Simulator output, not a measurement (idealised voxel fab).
The process module presented herein is designated voxel fin reveal.
Section cut is 285 nm wide and gridded with 5 nm square cells.
Throughout this document, each cross-section is represented as a grid of square cells and is presented as a sequence of bands enumerated from the top downward, where a band comprises one or more rows of cells. Quick guide to a band line: top height, bottom height (nm) up front; then every material left to right with its width in nm. Only one material and it's marked "full width"? Then it fills the band edge to edge. And "air" just means empty space. We count height from 0. Below that, the starting wafer is all one material. The lowest band never ends at the bottom but goes on down; see "0..down" for how that is written. Top row gets the first number, bottom row gets the second, and each row in between changes by the same step: that is how a band width like "30..40" works. The cross-section has no changed cell in any step marked "left unchanged". Closed-off voids of 8+ cells (no open route to the top) go in "Closed internal voids", written width x height at distance from the left edge, in nm. It should be noted that, on the line of a given step, the content following the step's settings is a remark produced by the simulator itself with respect to that step. A step line may carry the setting "overlay nm", which, for steps involving a mask, states the distance by which the mask lay to the right of its intended position; negative values denote displacement to the left.

### The steps planned for the process are as follows
1) RECEIVE with material Si
2) CONFORMAL_DEP with material SiN, thk nm 10
3) DIRECTIONAL_DEP with material aC, thk nm 15
4) PATTERN with tone cover, mask id FINS, material resist, width nm 15, pitch nm 45, thk nm 35, overlay nm 0
5) DIRECTIONAL_ETCH with etch materials aC, depth nm 15
6) STRIP with etch materials resist
7) DIRECTIONAL_ETCH with etch materials SiN, depth nm 10
8) DIRECTIONAL_ETCH with etch materials Si, depth nm 35
9) STRIP with etch materials aC
10) FILL_DEP with material SiO2, thk nm 10
11) CMP with height nm 10
12) SELECTIVE_ETCH with etch materials SiO2, depth nm 35
13) STRIP with etch materials SiN
14) CONFORMAL_DEP with material HfO2, thk nm 5

### Cross-section of the incoming wafer, state after step 1
- 0..down  Si full width
- Closed internal voids: none

### Sectioned view, first of two wafers, at the close of the module, processed as intended in the plan
- 5..0  air 85 nm | HfO2 25 nm | air 20 nm | HfO2 25 nm | air 20 nm | HfO2 25 nm | air 85 nm
- 0..-20  air 85 nm | HfO2 5 nm | Si 15 nm | HfO2 5 nm | air 20 nm | HfO2 5 nm | Si 15 nm | HfO2 5 nm | air 20 nm | HfO2 5 nm | Si 15 nm | HfO2 5 nm | air 85 nm
- -20..-25  HfO2 90 nm | Si 15 nm | HfO2 30 nm | Si 15 nm | HfO2 30 nm | Si 15 nm | HfO2 90 nm
- -25..-35  SiO2 90 nm | Si 15 nm | SiO2 30 nm | Si 15 nm | SiO2 30 nm | Si 15 nm | SiO2 90 nm
- -35..down  Si full width
- Closed internal voids: none

### Second of two wafers, module complete, sectioned: it shares the first wafer's start and plan but was run with one mistake
- 15..10  HfO2 95 nm | air 5 nm | HfO2 40 nm | air 5 nm | HfO2 40 nm | air 5 nm | HfO2 95 nm
- 10..5  aC 90 nm | HfO2 5 nm | air 5 nm | HfO2 5 nm | aC 30 nm | HfO2 5 nm | air 5 nm | HfO2 5 nm | aC 30 nm | HfO2 5 nm | air 5 nm | HfO2 5 nm | aC 90 nm
- 5..0  aC 90 nm | HfO2 15 nm | aC 30 nm | HfO2 15 nm | aC 30 nm | HfO2 15 nm | aC 90 nm
- 0..-35  aC 90 nm | Si 15 nm | aC 30 nm | Si 15 nm | aC 30 nm | Si 15 nm | aC 90 nm
- -35..down  Si full width
- Closed internal voids: none
Against the plan, the run slipped here: for step 10, the planned setting was not used; the step was instead run as FILL_DEP with material aC, thk nm 10
The final cell counts differ between the wafers, with the second having more or fewer of some materials than the first: 18 fewer of HfO2 | 96 fewer of SiO2 | 432 more of aC
